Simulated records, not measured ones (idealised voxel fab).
Module name: voxel spacer lines (process module)
The cross-section on display is named cut; it measures 225 nm wide, and its cells are 5 nm squares.
Cross-section layout: square cells on a grid; listed as bands, top to bottom; a band spans one or more cell rows. The entry gives the band's vertical extent as a top height and a bottom height in nm, then its horizontal make-up as materials from left to right, each with a width in nm. "air" stands for empty space; a single material marked "full width" fills the band edge to edge. Note: height 0 marks the level under which the wafer is uniformly one material as received. Lowest band unbounded below, written "top 0, no bottom". Width "30->40": first value at the band's top row of cells, second value at its bottom row, equal change from row to row. Where the words "no change" appear for a step, the cross-section shows no cell changed by that step; every cell remained as before. So "Sealed void list" is basically the list of trapped voids: any empty space of 8 cells or more that can't reach the top through an opening. They're written width x height at distance, the distance being from the left edge, and it's all nm. Read whatever lies past the settings on a step's line as the simulator's own remark about the step. A step's line can hold "overlay nm"; with a mask on that step, the setting says how far right of the planned place the mask lay, while a negative setting says it lay to the left.
**Below is the list of planned process steps**
1) RECEIVE (material Si)
2) CONFORMAL_DEP (material Al2O3; thk nm 10)
3) DIRECTIONAL_DEP (material W; thk nm 15)
4) DIRECTIONAL_DEP (material aC; thk nm 25)
5) PATTERN (tone cover; mask id MANDREL; material resist; width nm 25; pitch nm 80; thk nm 30; overlay nm -5)
6) DIRECTIONAL_ETCH (etch materials aC; depth nm 25)
7) STRIP (etch materials resist)
8) CONFORMAL_DEP (material SiO2; thk nm 15)
9) DIRECTIONAL_ETCH (etch materials SiO2; depth nm 15)
10) STRIP (etch materials aC)
11) DIRECTIONAL_ETCH (etch materials W; depth nm 15)
12) STRIP (etch materials SiO2)
Same starting wafers, different overlay nm at step 5. Plan value belongs to the first wafer.
**First wafer of several, as received: cross-section after step 1**
* top 0, no bottom = Si full width
* Sealed void list: none
**Per-wafer rows below. For each material: cells gained (+) or lost (-) since the wafer was received, as of end of module. Then: closed voids**
overlay nm -5, +90 Al2O3, +54 W, Sealed void list: none
overlay nm 0, +90 Al2O3, +54 W, Sealed void list: none
overlay nm 5, +90 Al2O3, +54 W, Sealed void list: none
